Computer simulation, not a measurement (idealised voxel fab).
The document below concerns the process module designated voxel lift off.
Displayed cross-section: cut, width of 235 nm, square cells sized 5 nm.
In what follows, cross-sections appear as grids of square cells, described through bands that run from the top down, where every band is one or more rows of cells.
Per band: top height and bottom height in nm, followed by the left-to-right materials and their widths in nm; "everywhere" marks a single material spanning edge to edge, "blank" marks empty space.
Counting heights begins at 0, where everything beneath is, in the wafer as received, one material. The lowest band has no bottom; it goes on downwards, as "0..down" shows.
A width given as "30..40" starts at the first number in the band's top row and ends at the second number in its bottom row, shifting by an equal amount at every step from row to row.
Basically "nothing different" means that step didn't change any cell in the cross-section.
"Trapped void list": empty spaces of 8 cells or more with no open way to the top, each given as width x height at distance, distance from the left edge, all in nm.
Formally, on a step line, whatever follows the settings is a remark that the simulator itself makes on the step.
The line of a step may include "overlay nm". On a step with a mask, this value is how far to the right of its planned place the mask lay. A negative value means the mask lay to the left.

Process steps foreseen in the plan
1,RECEIVE with material Si
2,CONFORMAL_DEP with material SiN, thk nm 10
3,PATTERN with tone open, mask id LINES, material resist, width nm 25, pitch nm 40, thk nm 30, overlay nm 0
4,DIRECTIONAL_DEP with material Ru, thk nm 15
5,STRIP with etch materials resist
6,CONFORMAL_DEP with material SiCN, thk nm 10

Incoming wafer, cross-sectional view, post step 1
  0..down: Si everywhere
  Trapped void list: none

Look at the cross-section after the module: the wafer started out the way shown above and the plan was the one shown above, yet one mistake was made along the way
  35..25: blank (80)  SiCN (35)  blank (5)  SiCN (35)  blank (80)
  25..20: blank (80)  SiCN (10)  Ru (15)  SiCN (10)  blank (5)  SiCN (10)  Ru (15)  SiCN (10)  blank (80)
  20..10: SiCN (90)  Ru (15)  SiCN (25)  Ru (15)  SiCN (90)
  10..0: SiN everywhere
  0..down: Si everywhere
  Trapped void list: none
Plan not followed: step 3 was not run as planned; what actually ran was PATTERN with tone open, mask id LINES, material resist, width nm 15, pitch nm 40, thk nm 30, overlay nm 0
